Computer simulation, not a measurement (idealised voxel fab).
This is a process module. Its name is voxel self aligned vias.
FYI the section here is cut, 225 nm wide, cells are 5 nm squares.
How to read a cross-section here: the picture is a grid of square cells, written as bands going from the top down, and any band can span one or more rows of cells. Quick guide to a band line: top height, bottom height (nm) up front; then every material left to right with its width in nm. Only one material and it's marked "throughout"? Then it fills the band edge to edge. And "empty" just means empty space. We count height from 0. Below that, the starting wafer is all one material. The lowest band never ends at the bottom but goes on down; see "0..down" for how that is written. When a width is written as two numbers, as in "30->40", the first number is the width in the top row of cells of the band and the second is the width in its bottom row, and the width changes by the same amount from each row to the next. The designation "identical to before", where it is given for a processing step, indicates that no cell of the cross-section was altered in the course of that step. This entry, "Closed internal voids", enumerates those empty regions of no fewer than 8 cells that possess no open connection to the top. Each region is reported in the form width x height at distance, the distance being taken from the left edge, with all three quantities expressed in nm. Heads up: the bit after the settings on a step's line is the simulator's remark on that step. Each step line may optionally specify "overlay nm", which for a step with a mask gives the rightward distance between the mask's planned place and where it lay, a negative value indicating the leftward direction. Pairs from here to the end. Each: cross-section before one process step, cross-section after it, the latter only as far down as the lowest band that changed. Under each: the step between, and its settings. Mind that the pairs may be taken from different runs of this module on the same starting wafer; whether a pair continues from the pair above depends on its entry headed "Pre-step snapshot", and it does only where that entry says so.

[Pre-step snapshot]
- 85..60 = empty 35 nm, resist 40 nm, empty 70 nm, resist 40 nm, empty 40 nm
- 60..50 = aC throughout
- 50..35 = lowk throughout
- 35..30 = lowk 45 nm, SiN 20 nm, lowk 35 nm, SiN 20 nm, lowk 35 nm, SiN 20 nm, lowk 50 nm
- 30..20 = lowk 45 nm, TiN 5 nm, Ru 10 nm, TiN 5 nm, lowk 35 nm, TiN 5 nm, Ru 10 nm, TiN 5 nm, lowk 35 nm, TiN 5 nm, Ru 10 nm, TiN 5 nm, lowk 50 nm
- 20..15 = lowk 45 nm, TiN 20 nm, lowk 35 nm, TiN 20 nm, lowk 35 nm, TiN 20 nm, lowk 50 nm
- 15..10 = SiCN throughout
- 10..0 = SiO2 throughout
- 0..down = Si throughout
- Closed internal voids: none

[Post-Step Cross-Section]
- 75..60 = empty 35 nm, resist 40 nm, empty 70 nm, resist 40 nm, empty 40 nm
- 60..50 = empty 35 nm, aC 40 nm, empty 70 nm, aC 40 nm, empty 40 nm
- Below 50, the layers are the same as they were.
- Closed internal voids: none
The cross-sections above show the structure before and after this step: DIRECTIONAL_ETCH [etch materials aC] [depth nm 10]

Pre-step snapshot: For the state before this step, see the after cross-section of the pair located directly above.

[Post-Step Cross-Section]
- 60..50 = empty 35 nm, aC 40 nm, empty 70 nm, aC 40 nm, empty 40 nm
- Below 50, the layers are the same as they were.
- Closed internal voids: none
The cross-sections above show the structure before and after this step: STRIP [etch materials resist]

Pre-step snapshot: For the state before this step, see the after cross-section of the pair located directly above.

[Post-Step Cross-Section]
- 60..50 = empty 35 nm, aC 40 nm, empty 70 nm, aC 40 nm, empty 40 nm
- 50..35 = empty 35 nm, lowk 40 nm, empty 70 nm, lowk 40 nm, empty 40 nm
- Below 35, the layers are the same as they were.
- Closed internal voids: none
The cross-sections above show the structure before and after this step: DIRECTIONAL_ETCH [etch materials lowk] [depth nm 15]

Pre-step snapshot: For the state before this step, see the after cross-section of the pair located directly above.

[Post-Step Cross-Section]
- 60..50 = empty 35 nm, aC 40 nm, empty 70 nm, aC 40 nm, empty 40 nm
- 50..35 = empty 35 nm, lowk 40 nm, empty 70 nm, lowk 40 nm, empty 40 nm
- 35..30 = lowk 45 nm, SiN 20 nm, lowk 35 nm, empty 20 nm, lowk 35 nm, SiN 20 nm, lowk 50 nm
- Below 30, the layers are the same as they were.
- Closed internal voids: none
The cross-sections above show the structure before and after this step: DIRECTIONAL_ETCH [etch materials SiN] [depth nm 5]

Pre-step snapshot: For the state before this step, see the after cross-section of the pair located directly above.

[Post-Step Cross-Section]
- 50..35 = empty 35 nm, lowk 40 nm, empty 70 nm, lowk 40 nm, empty 40 nm
- Below 35, the layers are the same as they were.
- Closed internal voids: none
The cross-sections above show the structure before and after this step: STRIP [etch materials aC]

Pre-step snapshot: For the state before this step, see the after cross-section of the pair located directly above.

[Post-Step Cross-Section]
- 55..50 = empty 30 nm, TiN 50 nm, empty 60 nm, TiN 50 nm, empty 35 nm
- 50..40 = empty 30 nm, TiN 5 nm, lowk 40 nm, TiN 5 nm, empty 60 nm, TiN 5 nm, lowk 40 nm, TiN 5 nm, empty 35 nm
- 40..35 = TiN 35 nm, lowk 40 nm, TiN 30 nm, empty 10 nm, TiN 30 nm, lowk 40 nm, TiN 40 nm
- 35..30 = lowk 45 nm, SiN 20 nm, lowk 35 nm, TiN 20 nm, lowk 35 nm, SiN 20 nm, lowk 50 nm
- Below 30, the layers are the same as they were.
- Closed internal voids: none
The cross-sections above show the structure before and after this step: CONFORMAL_DEP [material TiN] [thk nm 5]

Pre-step snapshot: For the state before this step, see the after cross-section of the pair located directly above.

[Post-Step Cross-Section]
- 65..55 = Ru throughout
- 55..50 = Ru 30 nm, TiN 50 nm, Ru 60 nm, TiN 50 nm, Ru 35 nm
- 50..40 = Ru 30 nm, TiN 5 nm, lowk 40 nm, TiN 5 nm, Ru 60 nm, TiN 5 nm, lowk 40 nm, TiN 5 nm, Ru 35 nm
- 40..35 = TiN 35 nm, lowk 40 nm, TiN 30 nm, Ru 10 nm, TiN 30 nm, lowk 40 nm, TiN 40 nm
- Below 35, the layers are the same as they were.
- Closed internal voids: none
The cross-sections above show the structure before and after this step: FILL_DEP [material Ru] [thk nm 10]

Pre-step snapshot: For the state before this step, see the after cross-section of the pair located directly above.

[Post-Step Cross-Section]
- 50..40 = Ru 30 nm, TiN 5 nm, lowk 40 nm, TiN 5 nm, Ru 60 nm, TiN 5 nm, lowk 40 nm, TiN 5 nm, Ru 35 nm
- Below 40, the layers are the same as they were.
- Closed internal voids: none
The cross-sections above show the structure before and after this step: CMP [height nm 50]

Pre-step snapshot: For the state before this step, see the after cross-section of the pair located directly above.

[Post-Step Cross-Section]
- 55..50 = SiCN throughout
- Below 50, the layers are the same as they were.
- Closed internal voids: none
The cross-sections above show the structure before and after this step: CONFORMAL_DEP [material SiCN] [thk nm 5]
